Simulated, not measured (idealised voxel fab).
process module | voxel self aligned contacts
cross-section cut | 210 nm wide | cells 5 nm
A cross-section is a grid of square cells, given in bands from the top down. A band is one or more rows of cells.
Each band's line starts with the height of the band's top and of its bottom, in nm. Then come its materials from left to right, each with its width in nm. One material with "throughout" fills the band from edge to edge. "air" is empty space.
Height 0 is the level under which the wafer as received is all one material. The lowest band goes on downwards, as in "0 down".
A width such as "30 to 40" changes by the same amount from each row of cells to the next, from the band's top row to its bottom row.
"no change" after a step means that no cell of the cross-section changed.
closed voids: empty space of 8 cells or more with no open way to the top, each as width x height at its distance from the left edge, in nm
after a step's settings: what the simulator itself notes on the step
overlay nm, on a step with a mask: how far to the right of its planned place the mask lay; to the left if negative
plan
1 op RECEIVE | material Si
2 op CONFORMAL_DEP | material SiO2 | thk nm 5
3 op DIRECTIONAL_DEP | material polySi | thk nm 30
4 op DIRECTIONAL_DEP | material SiN | thk nm 20
5 op PATTERN | tone cover | mask id GATE | material resist | width nm 25 | pitch nm 50 | thk nm 15 | overlay nm 0
6 op DIRECTIONAL_ETCH | etch materials SiN | depth nm 20
7 op DIRECTIONAL_ETCH | etch materials polySi | depth nm 30
8 op STRIP | etch materials resist
9 op CONFORMAL_DEP | material SiN | thk nm 5
10 op DIRECTIONAL_ETCH | etch materials SiN | depth nm 5
11 op FILL_DEP | material SiO2 | thk nm 10
12 op CMP | height nm 60
13 op PATTERN | tone open | mask id CONTACT | material resist | width nm 25 | thk nm 15 | overlay nm 0
14 op DIRECTIONAL_ETCH | etch materials SiO2 | depth nm 60
15 op STRIP | etch materials resist
16 op CONFORMAL_DEP | material TiN | thk nm 5
17 op FILL_DEP | material Ru | thk nm 5
18 op CMP | height nm 60
19 op CONFORMAL_DEP | material SiN | thk nm 5
varied across the wafers: width nm of step 13. The plan shows the first wafer's value. All wafers start alike
first wafer as received, after step 1
  0 down: Si throughout
  closed voids: none
each wafer at the end: cells of each material gained (+) or lost (-) since it was received, then its closed voids
width nm 25 | +11 Ru | +122 SiN | +326 SiO2 | +27 TiN | +60 polySi | closed voids: none
width nm 30 | +11 Ru | +122 SiN | +325 SiO2 | +28 TiN | +60 polySi | closed voids: none
width nm 35 | +11 Ru | +122 SiN | +324 SiO2 | +29 TiN | +60 polySi | closed voids: none
width nm 40 | +11 Ru | +122 SiN | +323 SiO2 | +30 TiN | +60 polySi | closed voids: none
width nm 45 | +11 Ru | +122 SiN | +322 SiO2 | +31 TiN | +60 polySi | closed voids: none
width nm 50 | +11 Ru | +122 SiN | +321 SiO2 | +32 TiN | +60 polySi | closed voids: none
